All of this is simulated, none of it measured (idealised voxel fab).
This section sets out a process module, namely voxel transistor to metal.
Displayed cross-section: cut, width of 285 nm, square cells sized 5 nm.
Heads up, the way a cross-section reads in here is a grid of square cells, handed over as bands from the top down, with every band being one or more rows of cells. What a band's entry tells you: where the top is and where the bottom is, as heights in nm, and after that what lies inside, material by material from left to right, each with its width in nm. Empty space is written as the word "air", and a single material marked with the word "throughout" occupies the band from edge to edge. Height datum 0, below which the as-received substrate wafer is one material. Lowest band open at the bottom, running downward: "0..down". Think of "30..40" as a width that walks from the first number to the second as you go down the band, top row to bottom row, taking equal-sized steps from row to row. "changes: none" after a step means that no cell of the cross-section changed. Any empty space of 8 cells or more lacking an open way to the top shows up in "Enclosed internal voids" as width x height at distance, distance from the left edge, in nm. On each step's line, the part that comes after the settings is the simulator's own comment on the step. A step's line can hold "overlay nm"; with a mask on that step, the setting says how far right of the planned place the mask lay, while a negative setting says it lay to the left. Everything after this point is organized in pairs: a cross-section before one process step, a cross-section after it that shows only as deep as the lowest changed band, and, under the pair, the intervening step with its settings. Because different runs of this module on the same starting wafer can supply different pairs, a pair continues from the pair above it only if its entry headed "Structure before processing" says so.

Structure before processing
    75..50 = resist: 45 / air: 25 / resist: 25 / air: 25 / resist: 40 / air: 25 / resist: 25 / air: 25 / resist: 50
    50..40 = aC throughout
    40..30 = SiO2 throughout
    30..20 = SiO2: 75 / SiCN: 15 / SiO2: 100 / SiCN: 15 / SiO2: 80
    20..-5 = SiO2: 75 / polySi: 15 / SiO2: 100 / polySi: 15 / SiO2: 80
    -5..-10 = SiO2: 30 / nSi: 40 / SiO2: 25 / nSi: 40 / SiO2: 10 / nSi: 40 / SiO2: 25 / nSi: 40 / SiO2: 35
    -10..-35 = SiO2: 35 / Si: 95 / SiO2: 20 / Si: 95 / SiO2: 40
    -35..down = Si throughout
    Enclosed internal voids: none

Post-Process View
    65..50 = resist: 45 / air: 25 / resist: 25 / air: 25 / resist: 40 / air: 25 / resist: 25 / air: 25 / resist: 50
    50..40 = aC: 45 / air: 25 / aC: 25 / air: 25 / aC: 40 / air: 25 / aC: 25 / air: 25 / aC: 50
    Heights below 40 show no change.
    Enclosed internal voids: none
Step between the pre-process and post-process cross-sections given above: DIRECTIONAL_ETCH with etch materials aC, depth nm 10

Structure before processing: cross-section not repeated; it is the one shown after the step in the pair just above.

Post-Process View
    50..40 = aC: 45 / air: 25 / aC: 25 / air: 25 / aC: 40 / air: 25 / aC: 25 / air: 25 / aC: 50
    Heights below 40 show no change.
    Enclosed internal voids: none
Step between the pre-process and post-process cross-sections given above: STRIP with etch materials resist

Structure before processing: cross-section not repeated; it is the one shown after the step in the pair just above.

Post-Process View
    50..40 = aC: 45 / air: 25 / aC: 25 / air: 25 / aC: 40 / air: 25 / aC: 25 / air: 25 / aC: 50
    40..30 = SiO2: 45 / air: 25 / SiO2: 25 / air: 25 / SiO2: 40 / air: 25 / SiO2: 25 / air: 25 / SiO2: 50
    30..20 = SiO2: 45 / air: 25 / SiO2: 5 / SiCN: 15 / SiO2: 5 / air: 25 / SiO2: 40 / air: 25 / SiO2: 5 / SiCN: 15 / SiO2: 5 / air: 25 / SiO2: 50
    20..-5 = SiO2: 45 / air: 25 / SiO2: 5 / polySi: 15 / SiO2: 5 / air: 25 / SiO2: 40 / air: 25 / SiO2: 5 / polySi: 15 / SiO2: 5 / air: 25 / SiO2: 50
    Heights below -5 show no change.
    Enclosed internal voids: none
Step between the pre-process and post-process cross-sections given above: DIRECTIONAL_ETCH with etch materials SiO2, depth nm 45

Structure before processing: cross-section not repeated; it is the one shown after the step in the pair just above.

Post-Process View
    40..30 = SiO2: 45 / air: 25 / SiO2: 25 / air: 25 / SiO2: 40 / air: 25 / SiO2: 25 / air: 25 / SiO2: 50
    Heights below 30 show no change.
    Enclosed internal voids: none
Step between the pre-process and post-process cross-sections given above: STRIP with etch materials aC

Structure before processing: cross-section not repeated; it is the one shown after the step in the pair just above.

Post-Process View
    45..40 = TiN: 50 / air: 15 / TiN: 35 / air: 15 / TiN: 50 / air: 15 / TiN: 35 / air: 15 / TiN: 55
    40..30 = SiO2: 45 / TiN: 5 / air: 15 / TiN: 5 / SiO2: 25 / TiN: 5 / air: 15 / TiN: 5 / SiO2: 40 / TiN: 5 / air: 15 / TiN: 5 / SiO2: 25 / TiN: 5 / air: 15 / TiN: 5 / SiO2: 50
    30..20 = SiO2: 45 / TiN: 5 / air: 15 / TiN: 5 / SiO2: 5 / SiCN: 15 / SiO2: 5 / TiN: 5 / air: 15 / TiN: 5 / SiO2: 40 / TiN: 5 / air: 15 / TiN: 5 / SiO2: 5 / SiCN: 15 / SiO2: 5 / TiN: 5 / air: 15 / TiN: 5 / SiO2: 50
    20..0 = SiO2: 45 / TiN: 5 / air: 15 / TiN: 5 / SiO2: 5 / polySi: 15 / SiO2: 5 / TiN: 5 / air: 15 / TiN: 5 / SiO2: 40 / TiN: 5 / air: 15 / TiN: 5 / SiO2: 5 / polySi: 15 / SiO2: 5 / TiN: 5 / air: 15 / TiN: 5 / SiO2: 50
    0..-5 = SiO2: 45 / TiN: 25 / SiO2: 5 / polySi: 15 / SiO2: 5 / TiN: 25 / SiO2: 40 / TiN: 25 / SiO2: 5 / polySi: 15 / SiO2: 5 / TiN: 25 / SiO2: 50
    Heights below -5 show no change.
    Enclosed internal voids: none
Step between the pre-process and post-process cross-sections given above: CONFORMAL_DEP with material TiN, thk nm 5

Structure before processing: cross-section not repeated; it is the one shown after the step in the pair just above.

Post-Process View
    55..45 = W throughout
    45..40 = TiN: 50 / W: 15 / TiN: 35 / W: 15 / TiN: 50 / W: 15 / TiN: 35 / W: 15 / TiN: 55
    40..30 = SiO2: 45 / TiN: 5 / W: 15 / TiN: 5 / SiO2: 25 / TiN: 5 / W: 15 / TiN: 5 / SiO2: 40 / TiN: 5 / W: 15 / TiN: 5 / SiO2: 25 / TiN: 5 / W: 15 / TiN: 5 / SiO2: 50
    30..20 = SiO2: 45 / TiN: 5 / W: 15 / TiN: 5 / SiO2: 5 / SiCN: 15 / SiO2: 5 / TiN: 5 / W: 15 / TiN: 5 / SiO2: 40 / TiN: 5 / W: 15 / TiN: 5 / SiO2: 5 / SiCN: 15 / SiO2: 5 / TiN: 5 / W: 15 / TiN: 5 / SiO2: 50
    20..0 = SiO2: 45 / TiN: 5 / W: 15 / TiN: 5 / SiO2: 5 / polySi: 15 / SiO2: 5 / TiN: 5 / W: 15 / TiN: 5 / SiO2: 40 / TiN: 5 / W: 15 / TiN: 5 / SiO2: 5 / polySi: 15 / SiO2: 5 / TiN: 5 / W: 15 / TiN: 5 / SiO2: 50
    Heights below 0 show no change.
    Enclosed internal voids: none
Step between the pre-process and post-process cross-sections given above: FILL_DEP with material W, thk nm 10

Structure before processing: cross-section not repeated; it is the one shown after the step in the pair just above.

Post-Process View
    40..30 = SiO2: 45 / TiN: 5 / W: 15 / TiN: 5 / SiO2: 25 / TiN: 5 / W: 15 / TiN: 5 / SiO2: 40 / TiN: 5 / W: 15 / TiN: 5 / SiO2: 25 / TiN: 5 / W: 15 / TiN: 5 / SiO2: 50
    Heights below 30 show no change.
    Enclosed internal voids: none
Step between the pre-process and post-process cross-sections given above: CMP with height nm 40

Structure before processing: cross-section not repeated; it is the one shown after the step in the pair just above.

Post-Process View
    45..40 = SiN throughout
    Heights below 40 show no change.
    Enclosed internal voids: none
Step between the pre-process and post-process cross-sections given above: CONFORMAL_DEP with material SiN, thk nm 5

Structure before processing: cross-section not repeated; it is the one shown after the step in the pair just above.

Post-Process View
    70..45 = lowk throughout
    Heights below 45 show no change.
    Enclosed internal voids: none
Step between the pre-process and post-process cross-sections given above: DIRECTIONAL_DEP with material lowk, thk nm 25

Structure before processing: cross-section not repeated; it is the one shown after the step in the pair just above.

Post-Process View
    90..70 = resist: 45 / air: 15 / resist: 45 / air: 15 / resist: 40 / air: 15 / resist: 45 / air: 15 / resist: 50
    Heights below 70 show no change.
    Enclosed internal voids: none
Step between the pre-process and post-process cross-sections given above: PATTERN with tone open, mask id METAL_1, material resist, width nm 15, thk nm 20, overlay nm 0

Structure before processing: cross-section not repeated; it is the one shown after the step in the pair just above.

Post-Process View
    90..70 = resist: 45 / air: 15 / resist: 45 / air: 15 / resist: 40 / air: 15 / resist: 45 / air: 15 / resist: 50
    70..45 = lowk: 45 / air: 15 / lowk: 45 / air: 15 / lowk: 40 / air: 15 / lowk: 45 / air: 15 / lowk: 50
    Heights below 45 show no change.
    Enclosed internal voids: none
Step between the pre-process and post-process cross-sections given above: DIRECTIONAL_ETCH with etch materials lowk, depth nm 25

Structure before processing: cross-section not repeated; it is the one shown after the step in the pair just above.

Post-Process View
    90..70 = resist: 45 / air: 15 / resist: 45 / air: 15 / resist: 40 / air: 15 / resist: 45 / air: 15 / resist: 50
    70..45 = lowk: 45 / air: 15 / lowk: 45 / air: 15 / lowk: 40 / air: 15 / lowk: 45 / air: 15 / lowk: 50
    45..40 = SiN: 45 / air: 15 / SiN: 45 / air: 15 / SiN: 40 / air: 15 / SiN: 45 / air: 15 / SiN: 50
    Heights below 40 show no change.
    Enclosed internal voids: none
Step between the pre-process and post-process cross-sections given above: DIRECTIONAL_ETCH with etch materials SiN, depth nm 5

Structure before processing: cross-section not repeated; it is the one shown after the step in the pair just above.

Post-Process View
    70..45 = lowk: 45 / air: 15 / lowk: 45 / air: 15 / lowk: 40 / air: 15 / lowk: 45 / air: 15 / lowk: 50
    Heights below 45 show no change.
    Enclosed internal voids: none
Step between the pre-process and post-process cross-sections given above: STRIP with etch materials resist

Structure before processing: cross-section not repeated; it is the one shown after the step in the pair just above.

Post-Process View
    75..70 = TiN: 50 / air: 5 / TiN: 55 / air: 5 / TiN: 50 / air: 5 / TiN: 55 / air: 5 / TiN: 55
    70..45 = lowk: 45 / TiN: 5 / air: 5 / TiN: 5 / lowk: 45 / TiN: 5 / air: 5 / TiN: 5 / lowk: 40 / TiN: 5 / air: 5 / TiN: 5 / lowk: 45 / TiN: 5 / air: 5 / TiN: 5 / lowk: 50
    45..40 = SiN: 45 / TiN: 15 / SiN: 45 / TiN: 15 / SiN: 40 / TiN: 15 / SiN: 45 / TiN: 15 / SiN: 50
    Heights below 40 show no change.
    Enclosed internal voids: none
Step between the pre-process and post-process cross-sections given above: CONFORMAL_DEP with material TiN, thk nm 5

Structure before processing: cross-section not repeated; it is the one shown after the step in the pair just above.

Post-Process View
    85..75 = Cu throughout
    75..70 = TiN: 50 / Cu: 5 / TiN: 55 / Cu: 5 / TiN: 50 / Cu: 5 / TiN: 55 / Cu: 5 / TiN: 55
    70..45 = lowk: 45 / TiN: 5 / Cu: 5 / TiN: 5 / lowk: 45 / TiN: 5 / Cu: 5 / TiN: 5 / lowk: 40 / TiN: 5 / Cu: 5 / TiN: 5 / lowk: 45 / TiN: 5 / Cu: 5 / TiN: 5 / lowk: 50
    Heights below 45 show no change.
    Enclosed internal voids: none
Step between the pre-process and post-process cross-sections given above: FILL_DEP with material Cu, thk nm 10

Structure before processing: cross-section not repeated; it is the one shown after the step in the pair just above.

Post-Process View
    70..45 = lowk: 45 / TiN: 5 / Cu: 5 / TiN: 5 / lowk: 45 / TiN: 5 / Cu: 5 / TiN: 5 / lowk: 40 / TiN: 5 / Cu: 5 / TiN: 5 / lowk: 45 / TiN: 5 / Cu: 5 / TiN: 5 / lowk: 50
    Heights below 45 show no change.
    Enclosed internal voids: none
Step between the pre-process and post-process cross-sections given above: CMP with height nm 70

Structure before processing: cross-section not repeated; it is the one shown after the step in the pair just above.

Post-Process View
    75..70 = SiN throughout
    Heights below 70 show no change.
    Enclosed internal voids: none
Step between the pre-process and post-process cross-sections given above: CONFORMAL_DEP with material SiN, thk nm 5

Structure before processing
    20..10 = air: 35 / aC: 95 / air: 20 / aC: 95 / air: 40
    10..0 = air: 35 / SiN: 95 / air: 20 / SiN: 95 / air: 40
    0..-5 = air: 35 / SiO2: 95 / air: 20 / SiO2: 95 / air: 40
    -5..-35 = air: 35 / Si: 95 / air: 20 / Si: 95 / air: 40
    -35..down = Si throughout
    Enclosed internal voids: none

Post-Process View
    20..10 = air: 35 / aC: 95 / air: 20 / aC: 95 / air: 40
    10..0 = air: 35 / SiN: 95 / air: 20 / SiN: 95 / air: 40
    0..-5 = air: 35 / SiO2: 95 / air: 20 / SiO2: 95 / air: 40
    -5..-65 = air: 35 / Si: 95 / air: 20 / Si: 95 / air: 40
    Heights below -65 show no change.
    Enclosed internal voids: none
Step between the pre-process and post-process cross-sections given above: DIRECTIONAL_ETCH with etch materials Si, depth nm 30

Structure before processing: cross-section not repeated; it is the one shown after the step in the pair just above.

Post-Process View
    10..0 = air: 35 / SiN: 95 / air: 20 / SiN: 95 / air: 40
    Heights below 0 show no change.
    Enclosed internal voids: none
Step between the pre-process and post-process cross-sections given above: STRIP with etch materials aC

Structure before processing: cross-section not repeated; it is the one shown after the step in the pair just above.

Post-Process View
    20..10 = SiO2 throughout
    10..0 = SiO2: 35 / SiN: 95 / SiO2: 20 / SiN: 95 / SiO2: 40
    0..-5 = SiO2 throughout
    -5..-65 = SiO2: 35 / Si: 95 / SiO2: 20 / Si: 95 / SiO2: 40
    Heights below -65 show no change.
    Enclosed internal voids: none
Step between the pre-process and post-process cross-sections given above: FILL_DEP with material SiO2, thk nm 10

Structure before processing: cross-section not repeated; it is the one shown after the step in the pair just above.

Post-Process View
    10..0 = SiO2: 35 / SiN: 95 / SiO2: 20 / SiN: 95 / SiO2: 40
    Heights below 0 show no change.
    Enclosed internal voids: none
Step between the pre-process and post-process cross-sections given above: CMP with height nm 10

Structure before processing: cross-section not repeated; it is the one shown after the step in the pair just above.

Post-Process View
    10..0 = air: 35 / SiN: 95 / air: 20 / SiN: 95 / air: 40
    Heights below 0 show no change.
    Enclosed internal voids: none
Step between the pre-process and post-process cross-sections given above: SELECTIVE_ETCH with etch materials SiO2, depth nm 10

Structure before processing: cross-section not repeated; it is the one shown after the step in the pair just above.

Post-Process View
    0..-5 = SiO2 throughout
    Heights below -5 show no change.
    Enclosed internal voids: none
Step between the pre-process and post-process cross-sections given above: STRIP with etch materials SiN

Structure before processing: cross-section not repeated; it is the one shown after the step in the pair just above.

Post-Process View
    -5..-65 = SiO2: 35 / Si: 95 / SiO2: 20 / Si: 95 / SiO2: 40
    Heights below -65 show no change.
    Enclosed internal voids: none
Step between the pre-process and post-process cross-sections given above: SELECTIVE_ETCH with etch materials SiO2, depth nm 5

Structure before processing: cross-section not repeated; it is the one shown after the step in the pair just above.

Post-Process View
    -5..-10 = SiO2 throughout
    Heights below -10 show no change.
    Enclosed internal voids: none
Step between the pre-process and post-process cross-sections given above: OXIDIZE with depth nm 5

Structure before processing: cross-section not repeated; it is the one shown after the step in the pair just above.

Post-Process View
    20..-5 = polySi throughout
    Heights below -5 show no change.
    Enclosed internal voids: none
Step between the pre-process and post-process cross-sections given above: DIRECTIONAL_DEP with material polySi, thk nm 25

Structure before processing: cross-section not repeated; it is the one shown after the step in the pair just above.

Post-Process View
    30..20 = SiCN throughout
    Heights below 20 show no change.
    Enclosed internal voids: none
Step between the pre-process and post-process cross-sections given above: DIRECTIONAL_DEP with material SiCN, thk nm 10

Structure before processing: cross-section not repeated; it is the one shown after the step in the pair just above.

Post-Process View
    45..30 = aC throughout
    Heights below 30 show no change.
    Enclosed internal voids: none
Step between the pre-process and post-process cross-sections given above: DIRECTIONAL_DEP with material aC, thk nm 15

Structure before processing: cross-section not repeated; it is the one shown after the step in the pair just above.

Post-Process View
    75..45 = air: 75 / resist: 15 / air: 100 / resist: 15 / air: 80
    Heights below 45 show no change.
    Enclosed internal voids: none
Step between the pre-process and post-process cross-sections given above: PATTERN with tone cover, mask id GATE, material resist, width nm 15, pitch nm 115, thk nm 30, overlay nm 0

Structure before processing: cross-section not repeated; it is the one shown after the step in the pair just above.

Post-Process View
    60..45 = air: 75 / resist: 15 / air: 100 / resist: 15 / air: 80
    45..30 = air: 75 / aC: 15 / air: 100 / aC: 15 / air: 80
    Heights below 30 show no change.
    Enclosed internal voids: none
Step between the pre-process and post-process cross-sections given above: DIRECTIONAL_ETCH with etch materials aC, depth nm 15

Structure before processing: cross-section not repeated; it is the one shown after the step in the pair just above.

Post-Process View
    45..30 = air: 75 / aC: 15 / air: 100 / aC: 15 / air: 80
    Heights below 30 show no change.
    Enclosed internal voids: none
Step between the pre-process and post-process cross-sections given above: STRIP with etch materials resist

Structure before processing: cross-section not repeated; it is the one shown after the step in the pair just above.

Post-Process View
    45..30 = air: 75 / aC: 15 / air: 100 / aC: 15 / air: 80
    30..20 = air: 75 / SiCN: 15 / air: 100 / SiCN: 15 / air: 80
    Heights below 20 show no change.
    Enclosed internal voids: none
Step between the pre-process and post-process cross-sections given above: DIRECTIONAL_ETCH with etch materials SiCN, depth nm 20

Structure before processing: cross-section not repeated; it is the one shown after the step in the pair just above.

Post-Process View
    45..30 = air: 75 / aC: 15 / air: 100 / aC: 15 / air: 80
    30..20 = air: 75 / SiCN: 15 / air: 100 / SiCN: 15 / air: 80
    20..-5 = air: 75 / polySi: 15 / air: 100 / polySi: 15 / air: 80
    Heights below -5 show no change.
    Enclosed internal voids: none
Step between the pre-process and post-process cross-sections given above: DIRECTIONAL_ETCH with etch materials polySi, depth nm 35

Structure before processing: cross-section not repeated; it is the one shown after the step in the pair just above.

Post-Process View
    30..20 = air: 75 / SiCN: 15 / air: 100 / SiCN: 15 / air: 80
    Heights below 20 show no change.
    Enclosed internal voids: none
Step between the pre-process and post-process cross-sections given above: STRIP with etch materials aC

Structure before processing: cross-section not repeated; it is the one shown after the step in the pair just above.

Post-Process View
    35..30 = air: 70 / SiO2: 25 / air: 90 / SiO2: 25 / air: 75
    30..20 = air: 70 / SiO2: 5 / SiCN: 15 / SiO2: 5 / air: 90 / SiO2: 5 / SiCN: 15 / SiO2: 5 / air: 75
    20..0 = air: 70 / SiO2: 5 / polySi: 15 / SiO2: 5 / air: 90 / SiO2: 5 / polySi: 15 / SiO2: 5 / air: 75
    0..-5 = SiO2: 75 / polySi: 15 / SiO2: 100 / polySi: 15 / SiO2: 80
    Heights below -5 show no change.
    Enclosed internal voids: none
Step between the pre-process and post-process cross-sections given above: CONFORMAL_DEP with material SiO2, thk nm 5

Structure before processing: cross-section not repeated; it is the one shown after the step in the pair just above.

Post-Process View
    30..20 = air: 70 / SiO2: 5 / SiCN: 15 / SiO2: 5 / air: 90 / SiO2: 5 / SiCN: 15 / SiO2: 5 / air: 75
    20..-5 = air: 70 / SiO2: 5 / polySi: 15 / SiO2: 5 / air: 90 / SiO2: 5 / polySi: 15 / SiO2: 5 / air: 75
    Heights below -5 show no change.
    Enclosed internal voids: none
Step between the pre-process and post-process cross-sections given above: DIRECTIONAL_ETCH with etch materials SiO2, depth nm 5

Structure before processing: cross-section not repeated; it is the one shown after the step in the pair just above.

Post-Process View
    40..30 = air: 60 / SiN: 45 / air: 70 / SiN: 45 / air: 65
    30..20 = air: 60 / SiN: 10 / SiO2: 5 / SiCN: 15 / SiO2: 5 / SiN: 10 / air: 70 / SiN: 10 / SiO2: 5 / SiCN: 15 / SiO2: 5 / SiN: 10 / air: 65
    20..5 = air: 60 / SiN: 10 / SiO2: 5 / polySi: 15 / SiO2: 5 / SiN: 10 / air: 70 / SiN: 10 / SiO2: 5 / polySi: 15 / SiO2: 5 / SiN: 10 / air: 65
    5..-5 = SiN: 70 / SiO2: 5 / polySi: 15 / SiO2: 5 / SiN: 90 / SiO2: 5 / polySi: 15 / SiO2: 5 / SiN: 75
    Heights below -5 show no change.
    Enclosed internal voids: none
Step between the pre-process and post-process cross-sections given above: CONFORMAL_DEP with material SiN, thk nm 10

Structure before processing: cross-section not repeated; it is the one shown after the step in the pair just above.

Post-Process View
    30..20 = air: 60 / SiN: 10 / SiO2: 5 / SiCN: 15 / SiO2: 5 / SiN: 10 / air: 70 / SiN: 10 / SiO2: 5 / SiCN: 15 / SiO2: 5 / SiN: 10 / air: 65
    20..-5 = air: 60 / SiN: 10 / SiO2: 5 / polySi: 15 / SiO2: 5 / SiN: 10 / air: 70 / SiN: 10 / SiO2: 5 / polySi: 15 / SiO2: 5 / SiN: 10 / air: 65
    Heights below -5 show no change.
    Enclosed internal voids: none
Step between the pre-process and post-process cross-sections given above: DIRECTIONAL_ETCH with etch materials SiN, depth nm 10

Structure before processing: cross-section not repeated; it is the one shown after the step in the pair just above.

Post-Process View
    30..25 = air: 60 / SiN: 10 / air: 5 / SiCN: 15 / air: 5 / SiN: 10 / air: 70 / SiN: 10 / air: 5 / SiCN: 15 / air: 5 / SiN: 10 / air: 65
    25..20 = air: 60 / SiN: 10 / SiO2: 5 / SiCN: 15 / SiO2: 5 / SiN: 10 / air: 70 / SiN: 10 / SiO2: 5 / SiCN: 15 / SiO2: 5 / SiN: 10 / air: 65
    20..-5 = air: 60 / SiN: 10 / SiO2: 5 / polySi: 15 / SiO2: 5 / SiN: 10 / air: 70 / SiN: 10 / SiO2: 5 / polySi: 15 / SiO2: 5 / SiN: 10 / air: 65
    -5..-10 = air: 60 / SiO2: 45 / air: 70 / SiO2: 45 / air: 65
    Heights below -10 show no change.
    Enclosed internal voids: none
Step between the pre-process and post-process cross-sections given above: DIRECTIONAL_ETCH with etch materials SiO2, depth nm 5

Structure before processing: cross-section not repeated; it is the one shown after the step in the pair just above.

Post-Process View
    30..25 = air: 60 / SiN: 10 / air: 5 / SiCN: 15 / air: 5 / SiN: 10 / air: 70 / SiN: 10 / air: 5 / SiCN: 15 / air: 5 / SiN: 10 / air: 65
    25..20 = air: 60 / SiN: 10 / SiO2: 5 / SiCN: 15 / SiO2: 5 / SiN: 10 / air: 70 / SiN: 10 / SiO2: 5 / SiCN: 15 / SiO2: 5 / SiN: 10 / air: 65
    20..-5 = air: 60 / SiN: 10 / SiO2: 5 / polySi: 15 / SiO2: 5 / SiN: 10 / air: 70 / SiN: 10 / SiO2: 5 / polySi: 15 / SiO2: 5 / SiN: 10 / air: 65
    -5..-10 = air: 30 / nSi: 30 / SiO2: 45 / nSi: 30 / air: 10 / nSi: 30 / SiO2: 45 / nSi: 30 / air: 35
    Heights below -10 show no change.
    Enclosed internal voids: none
Step between the pre-process and post-process cross-sections given above: EPI with material nSi, thk nm 5

Structure before processing: cross-section not repeated; it is the one shown after the step in the pair just above.

Post-Process View
    40..30 = SiO2 throughout
    30..20 = SiO2: 60 / SiN: 10 / SiO2: 5 / SiCN: 15 / SiO2: 5 / SiN: 10 / SiO2: 70 / SiN: 10 / SiO2: 5 / SiCN: 15 / SiO2: 5 / SiN: 10 / SiO2: 65
    20..-5 = SiO2: 60 / SiN: 10 / SiO2: 5 / polySi: 15 / SiO2: 5 / SiN: 10 / SiO2: 70 / SiN: 10 / SiO2: 5 / polySi: 15 / SiO2: 5 / SiN: 10 / SiO2: 65
    -5..-10 = SiO2: 30 / nSi: 30 / SiO2: 45 / nSi: 30 / SiO2: 10 / nSi: 30 / SiO2: 45 / nSi: 30 / SiO2: 35
    Heights below -10 show no change.
    Enclosed internal voids: none
Step between the pre-process and post-process cross-sections given above: FILL_DEP with material SiO2, thk nm 10

Structure before processing: cross-section not repeated; it is the one shown after the step in the pair just above.

Post-Process View
    30..20 = SiO2: 60 / SiN: 10 / SiO2: 5 / SiCN: 15 / SiO2: 5 / SiN: 10 / SiO2: 70 / SiN: 10 / SiO2: 5 / SiCN: 15 / SiO2: 5 / SiN: 10 / SiO2: 65
    Heights below 20 show no change.
    Enclosed internal voids: none
Step between the pre-process and post-process cross-sections given above: CMP with height nm 30

Structure before processing: cross-section not repeated; it is the one shown after the step in the pair just above.

Post-Process View
    40..30 = SiO2 throughout
    Heights below 30 show no change.
    Enclosed internal voids: none
Step between the pre-process and post-process cross-sections given above: DIRECTIONAL_DEP with material SiO2, thk nm 10

Structure before processing: cross-section not repeated; it is the one shown after the step in the pair just above.

Post-Process View
    50..40 = aC throughout
    Heights below 40 show no change.
    Enclosed internal voids: none
Step between the pre-process and post-process cross-sections given above: DIRECTIONAL_DEP with material aC, thk nm 10

Structure before processing: cross-section not repeated; it is the one shown after the step in the pair just above.

Post-Process View
    75..50 = resist: 45 / air: 25 / resist: 25 / air: 25 / resist: 40 / air: 25 / resist: 25 / air: 25 / resist: 50
    Heights below 50 show no change.
    Enclosed internal voids: none
Step between the pre-process and post-process cross-sections given above: PATTERN with tone open, mask id CONTACT, material resist, width nm 25, thk nm 25, overlay nm 0

Structure before processing: cross-section not repeated; it is the one shown after the step in the pair just above.

Post-Process View
    65..50 = resist: 45 / air: 25 / resist: 25 / air: 25 / resist: 40 / air: 25 / resist: 25 / air: 25 / resist: 50
    50..40 = aC: 45 / air: 25 / aC: 25 / air: 25 / aC: 40 / air: 25 / aC: 25 / air: 25 / aC: 50
    Heights below 40 show no change.
    Enclosed internal voids: none
Step between the pre-process and post-process cross-sections given above: DIRECTIONAL_ETCH with etch materials aC, depth nm 10

Structure before processing: cross-section not repeated; it is the one shown after the step in the pair just above.

Post-Process View
    50..40 = aC: 45 / air: 25 / aC: 25 / air: 25 / aC: 40 / air: 25 / aC: 25 / air: 25 / aC: 50
    Heights below 40 show no change.
    Enclosed internal voids: none
Step between the pre-process and post-process cross-sections given above: STRIP with etch materials resist

Structure before processing: cross-section not repeated; it is the one shown after the step in the pair just above.

Post-Process View
    50..40 = aC: 45 / air: 25 / aC: 25 / air: 25 / aC: 40 / air: 25 / aC: 25 / air: 25 / aC: 50
    40..30 = SiO2: 45 / air: 25 / SiO2: 25 / air: 25 / SiO2: 40 / air: 25 / SiO2: 25 / air: 25 / SiO2: 50
    30..20 = SiO2: 45 / air: 15 / SiN: 10 / SiO2: 5 / SiCN: 15 / SiO2: 5 / SiN: 10 / air: 15 / SiO2: 40 / air: 15 / SiN: 10 / SiO2: 5 / SiCN: 15 / SiO2: 5 / SiN: 10 / air: 15 / SiO2: 50
    20..-5 = SiO2: 45 / air: 15 / SiN: 10 / SiO2: 5 / polySi: 15 / SiO2: 5 / SiN: 10 / air: 15 / SiO2: 40 / air: 15 / SiN: 10 / SiO2: 5 / polySi: 15 / SiO2: 5 / SiN: 10 / air: 15 / SiO2: 50
    Heights below -5 show no change.
    Enclosed internal voids: none
Step between the pre-process and post-process cross-sections given above: DIRECTIONAL_ETCH with etch materials SiO2, depth nm 45

Structure before processing: cross-section not repeated; it is the one shown after the step in the pair just above.

Post-Process View
    40..30 = SiO2: 45 / air: 25 / SiO2: 25 / air: 25 / SiO2: 40 / air: 25 / SiO2: 25 / air: 25 / SiO2: 50
    Heights below 30 show no change.
    Enclosed internal voids: none
Step between the pre-process and post-process cross-sections given above: STRIP with etch materials aC

Structure before processing: cross-section not repeated; it is the one shown after the step in the pair just above.

Post-Process View
    45..40 = TiN: 50 / air: 15 / TiN: 35 / air: 15 / TiN: 50 / air: 15 / TiN: 35 / air: 15 / TiN: 55
    40..30 = SiO2: 45 / TiN: 5 / air: 15..5 / TiN: 5..15 / SiO2: 25 / TiN: 5..15 / air: 15..5 / TiN: 5 / SiO2: 40 / TiN: 5 / air: 15..5 / TiN: 5..15 / SiO2: 25 / TiN: 5..15 / air: 15..5 / TiN: 5 / SiO2: 50
    30..20 = SiO2: 45 / TiN: 5 / air: 5 / TiN: 5 / SiN: 10 / SiO2: 5 / SiCN: 15 / SiO2: 5 / SiN: 10 / TiN: 5 / air: 5 / TiN: 5 / SiO2: 40 / TiN: 5 / air: 5 / TiN: 5 / SiN: 10 / SiO2: 5 / SiCN: 15 / SiO2: 5 / SiN: 10 / TiN: 5 / air: 5 / TiN: 5 / SiO2: 50
    20..0 = SiO2: 45 / TiN: 5 / air: 5 / TiN: 5 / SiN: 10 / SiO2: 5 / polySi: 15 / SiO2: 5 / SiN: 10 / TiN: 5 / air: 5 / TiN: 5 / SiO2: 40 / TiN: 5 / air: 5 / TiN: 5 / SiN: 10 / SiO2: 5 / polySi: 15 / SiO2: 5 / SiN: 10 / TiN: 5 / air: 5 / TiN: 5 / SiO2: 50
    0..-5 = SiO2: 45 / TiN: 15 / SiN: 10 / SiO2: 5 / polySi: 15 / SiO2: 5 / SiN: 10 / TiN: 15 / SiO2: 40 / TiN: 15 / SiN: 10 / SiO2: 5 / polySi: 15 / SiO2: 5 / SiN: 10 / TiN: 15 / SiO2: 50
    Heights below -5 show no change.
    Enclosed internal voids: none
Step between the pre-process and post-process cross-sections given above: CONFORMAL_DEP with material TiN, thk nm 5

Structure before processing: cross-section not repeated; it is the one shown after the step in the pair just above.

Post-Process View
    55..45 = W throughout
    45..40 = TiN: 50 / W: 15 / TiN: 35 / W: 15 / TiN: 50 / W: 15 / TiN: 35 / W: 15 / TiN: 55
    40..30 = SiO2: 45 / TiN: 5 / W: 15..5 / TiN: 5..15 / SiO2: 25 / TiN: 5..15 / W: 15..5 / TiN: 5 / SiO2: 40 / TiN: 5 / W: 15..5 / TiN: 5..15 / SiO2: 25 / TiN: 5..15 / W: 15..5 / TiN: 5 / SiO2: 50
    30..20 = SiO2: 45 / TiN: 5 / W: 5 / TiN: 5 / SiN: 10 / SiO2: 5 / SiCN: 15 / SiO2: 5 / SiN: 10 / TiN: 5 / W: 5 / TiN: 5 / SiO2: 40 / TiN: 5 / W: 5 / TiN: 5 / SiN: 10 / SiO2: 5 / SiCN: 15 / SiO2: 5 / SiN: 10 / TiN: 5 / W: 5 / TiN: 5 / SiO2: 50
    20..0 = SiO2: 45 / TiN: 5 / W: 5 / TiN: 5 / SiN: 10 / SiO2: 5 / polySi: 15 / SiO2: 5 / SiN: 10 / TiN: 5 / W: 5 / TiN: 5 / SiO2: 40 / TiN: 5 / W: 5 / TiN: 5 / SiN: 10 / SiO2: 5 / polySi: 15 / SiO2: 5 / SiN: 10 / TiN: 5 / W: 5 / TiN: 5 / SiO2: 50
    Heights below 0 show no change.
    Enclosed internal voids: none
Step between the pre-process and post-process cross-sections given above: FILL_DEP with material W, thk nm 10
